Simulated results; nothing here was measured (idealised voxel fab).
process module | voxel transistor to metal
cross-section cut | 205 nm wide | cells 5 nm
A cross-section is a grid of square cells, given in bands from the top down. A band is one or more rows of cells.
Each band's line starts with the height of the band's top and of its bottom, in nm. Then come its materials from left to right, each with its width in nm. One material with "throughout" fills the band from edge to edge. "air" is empty space.
Height 0 is the level under which the wafer as received is all one material. The lowest band goes on downwards, as in "0 down".
A width such as "30 to 40" changes by the same amount from each row of cells to the next, from the band's top row to its bottom row.
"no change" after a step means that no cell of the cross-section changed.
closed voids: empty space of 8 cells or more with no open way to the top, each as width x height at its distance from the left edge, in nm
after a step's settings: what the simulator itself notes on the step
overlay nm, on a step with a mask: how far to the right of its planned place the mask lay; to the left if negative
plan
1 op RECEIVE | material Si
2 op CONFORMAL_DEP | material SiO2 | thk nm 5
3 op CONFORMAL_DEP | material SiN | thk nm 15
4 op MASKED_ETCH | tone cover | mask id ACTIVE | width nm 105 | etch materials SiN | depth nm 15 | overlay nm 0
5 op MASKED_ETCH | tone cover | mask id ACTIVE | width nm 105 | etch materials SiO2 | depth nm 5 | overlay nm 0
6 op MASKED_ETCH | tone cover | mask id ACTIVE | width nm 105 | etch materials Si | depth nm 35 | overlay nm 0
7 op FILL_DEP | material SiO2 | thk nm 15
8 op CMP | height nm 20
9 op SELECTIVE_ETCH | etch materials SiO2 | depth nm 5
10 op STRIP | etch materials SiN
11 op SELECTIVE_ETCH | etch materials SiO2 | depth nm 5
12 op OXIDIZE | depth nm 5
13 op DIRECTIONAL_DEP | material polySi | thk nm 20
14 op DIRECTIONAL_DEP | material SiCN | thk nm 15
15 op DIRECTIONAL_DEP | material aC | thk nm 10
16 op PATTERN | tone cover | mask id GATE | material resist | width nm 15 | thk nm 30 | overlay nm 0
17 op DIRECTIONAL_ETCH | etch materials aC | depth nm 10
18 op STRIP | etch materials resist
19 op DIRECTIONAL_ETCH | etch materials SiCN | depth nm 25
20 op DIRECTIONAL_ETCH | etch materials polySi | depth nm 30
21 op STRIP | etch materials aC
22 op CONFORMAL_DEP | material SiO2 | thk nm 5
23 op DIRECTIONAL_ETCH | etch materials SiO2 | depth nm 5
24 op CONFORMAL_DEP | material SiN | thk nm 5
25 op DIRECTIONAL_ETCH | etch materials SiN | depth nm 5
26 op DIRECTIONAL_ETCH | etch materials SiO2 | depth nm 5
27 op DIRECTIONAL_ETCH | etch materials Si | depth nm 15
28 op EPI | material nSi | thk nm 15
29 op FILL_DEP | material SiO2 | thk nm 5
30 op CMP | height nm 35
31 op DIRECTIONAL_DEP | material SiO2 | thk nm 15
32 op DIRECTIONAL_DEP | material aC | thk nm 15
33 op PATTERN | tone open | mask id CONTACT | material resist | width nm 35 | pitch nm 60 | thk nm 30 | overlay nm 0
34 op DIRECTIONAL_ETCH | etch materials aC | depth nm 15
35 op STRIP | etch materials resist
36 op DIRECTIONAL_ETCH | etch materials SiO2 | depth nm 40
37 op STRIP | etch materials aC
38 op CONFORMAL_DEP | material TiN | thk nm 5
39 op FILL_DEP | material Ru | thk nm 10
40 op CMP | height nm 50
41 op DIRECTIONAL_DEP | material TiN | thk nm 5
42 op DIRECTIONAL_DEP | material W | thk nm 15
43 op PATTERN | tone cover | mask id METAL_1 | material resist | width nm 20 | pitch nm 75 | thk nm 15 | overlay nm 0
44 op DIRECTIONAL_ETCH | etch materials W | depth nm 15
45 op DIRECTIONAL_ETCH | etch materials TiN | depth nm 5
46 op STRIP | etch materials resist
47 op FILL_DEP | material lowk | thk nm 5
48 op CMP | height nm 70
49 op CONFORMAL_DEP | material SiN | thk nm 5
as received, after step 1
  0 down: Si throughout
  closed voids: none
first wafer at the end, as planned
  75 to 70: SiN throughout
  70 to 55: lowk 55 | W 20 | lowk 55 | W 20 | lowk 55
  55 to 50: lowk 55 | TiN 20 | lowk 55 | TiN 20 | lowk 55
  50 to 40: SiO2 55 | TiN 5 | Ru 25 | TiN 5 | SiO2 25 | TiN 5 | Ru 25 | TiN 5 | SiO2 55
  40 to 35: SiO2 55 | TiN 5 | Ru 20 | TiN 10 | SiO2 25 | TiN 10 | Ru 20 | TiN 5 | SiO2 55
  35 to 20: SiO2 55 | TiN 5 | Ru 20 | TiN 5 | SiN 5 | SiO2 5 | SiCN 15 | SiO2 5 | SiN 5 | TiN 5 | Ru 20 | TiN 5 | SiO2 55
  20 to 15: SiO2 55 | TiN 5 | Ru 20 | TiN 5 | SiN 5 | SiO2 5 | polySi 15 | SiO2 5 | SiN 5 | TiN 5 | Ru 20 | TiN 5 | SiO2 55
  15 to 10: SiO2 55 | TiN 30 | SiN 5 | SiO2 5 | polySi 15 | SiO2 5 | SiN 5 | TiN 30 | SiO2 55
  10 to 0: SiO2 50 | SiN 5 | nSi 30 | SiN 5 | SiO2 5 | polySi 15 | SiO2 5 | SiN 5 | nSi 30 | SiN 5 | SiO2 50
  0 to -5: SiO2 55 | nSi 30 | SiO2 35 | nSi 30 | SiO2 55
  -5 to -20: SiO2 50 | Si 5 | nSi 30 | Si 35 | nSi 30 | Si 5 | SiO2 50
  -20 to -35: SiO2 50 | Si 105 | SiO2 50
  -35 down: Si throughout
  closed voids: none
second wafer at the end: like start, like plan, one mistake
  75 to 70: SiN throughout
  70 to 55: lowk 55 | W 20 | lowk 55 | W 20 | lowk 55
  55 to 50: lowk 55 | TiN 20 | lowk 55 | TiN 20 | lowk 55
  50 to 40: SiO2 55 | TiN 5 | Ru 25 | TiN 5 | SiO2 25 | TiN 5 | Ru 25 | TiN 5 | SiO2 55
  40 to 35: SiO2 55 | TiN 5 | Ru 20 | TiN 10 | SiO2 25 | TiN 10 | Ru 20 | TiN 5 | SiO2 55
  35 to 20: SiO2 55 | TiN 5 | Ru 20 | TiN 5 | SiN 5 | SiO2 5 | SiCN 15 | SiO2 5 | SiN 5 | TiN 5 | Ru 20 | TiN 5 | SiO2 55
  20 to 15: SiO2 55 | TiN 5 | Ru 20 | TiN 5 | SiN 5 | SiO2 5 | polySi 15 | SiO2 5 | SiN 5 | TiN 5 | Ru 20 | TiN 5 | SiO2 55
  15 to 10: SiO2 55 | TiN 30 | SiN 5 | SiO2 5 | polySi 15 | SiO2 5 | SiN 5 | TiN 30 | SiO2 55
  10 to 0: SiO2 55 | SiN 5 | nSi 25 | SiN 5 | SiO2 5 | polySi 15 | SiO2 5 | SiN 5 | nSi 15 | SiO2 5 | nSi 15 | SiN 5 | SiO2 45
  0 to -5: SiO2 60 | nSi 25 | SiO2 35 | nSi 15 | SiO2 5 | nSi 15 | SiO2 50
  -5 to -20: SiO2 50 | Si 10 | nSi 25 | Si 35 | nSi 35 | Si 5 | SiO2 45
  -20 to -35: SiO2 50 | Si 110 | SiO2 45
  -35 down: Si throughout
  closed voids: none
what went wrong: step 4 ran as: op MASKED_ETCH | tone cover | mask id ACTIVE | width nm 105 | etch materials SiN | depth nm 15 | overlay nm 5
at the end the second wafer has, in cells: 6 more of Si | 3 fewer of SiO2 | 3 fewer of nSi
